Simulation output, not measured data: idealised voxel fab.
Herein follows the process module entitled voxel trench capacitor.
For reference, the cross-section in this document is cut, with width 265 nm and square cells of 5 nm.
How to read a cross-section here: the picture is a grid of square cells, written as bands going from the top down, and any band can span one or more rows of cells. What a band's entry tells you: where the top is and where the bottom is, as heights in nm, and after that what lies inside, material by material from left to right, each with its width in nm. Empty space is written as the word "blank", and a single material marked with the word "full width" occupies the band from edge to edge. Convention: height 0 is the level below which the wafer, as received, is all one material. The lowest band does not terminate at the bottom but continues downward, represented as "z 0 and below". Width: "30..40" (first number = top row, second number = bottom row, same change from row to row of cells). What does "remains unaltered" mean for a step? It means no cell of the cross-section changed in that step. Empty spaces counting at least 8 cells and having no open way to the top are listed in "Tabulated closed voids". The notation width x height at distance is used for each, the distance being from the left edge and all three values in nm. Formally, on a step line, whatever follows the settings is a remark that the simulator itself makes on the step. overlay nm: where the mask lay relative to plan, measured to the right, on steps with a mask; negatives go left.
THE FOLLOWING LIST GIVES THE PLANNED PROCESS STEPS
1 RECEIVE (material Si)
2 CONFORMAL_DEP (material SiN; thk nm 5)
3 DIRECTIONAL_DEP (material aC; thk nm 15)
4 PATTERN (tone open; mask id TRENCH; material resist; width nm 25; pitch nm 55; thk nm 35; overlay nm -15)
5 DIRECTIONAL_ETCH (etch materials aC; depth nm 15)
6 STRIP (etch materials resist)
7 DIRECTIONAL_ETCH (etch materials SiN; depth nm 5)
8 DIRECTIONAL_ETCH (etch materials Si; depth nm 40)
9 STRIP (etch materials aC)
10 CONFORMAL_DEP (material HfO2; thk nm 5)
11 CONFORMAL_DEP (material TiN; thk nm 5)
12 FILL_DEP (material W; thk nm 5)
13 CMP (height nm 5)
Same starting wafers, different overlay nm at step 4. Plan value belongs to the first wafer.
FIRST OF SEVERAL WAFERS (AS RECEIVED, POST STEP 1), CROSS-SECTIONAL VIEW
- z 0 and below = Si full width
- Tabulated closed voids: none
GAINED (+) OR LOST (-) CELLS OF EACH MATERIAL SINCE RECEIPT, THEN CLOSED VOIDS: ONE ROW PER WAFER, AT THE END OF THE MODULE
overlay nm -15; +84 HfO2; -160 Si; +33 SiN; +68 TiN; +28 W; Tabulated closed voids: none
overlay nm -10; +84 HfO2; -160 Si; +33 SiN; +68 TiN; +28 W; Tabulated closed voids: none
overlay nm -5; +84 HfO2; -160 Si; +33 SiN; +68 TiN; +28 W; Tabulated closed voids: none
overlay nm 0; +84 HfO2; -160 Si; +33 SiN; +68 TiN; +28 W; Tabulated closed voids: none
overlay nm 5; +84 HfO2; -160 Si; +33 SiN; +68 TiN; +28 W; Tabulated closed voids: none
overlay nm 10; +84 HfO2; -160 Si; +33 SiN; +68 TiN; +28 W; Tabulated closed voids: none
overlay nm 15; +84 HfO2; -160 Si; +33 SiN; +68 TiN; +28 W; Tabulated closed voids: none
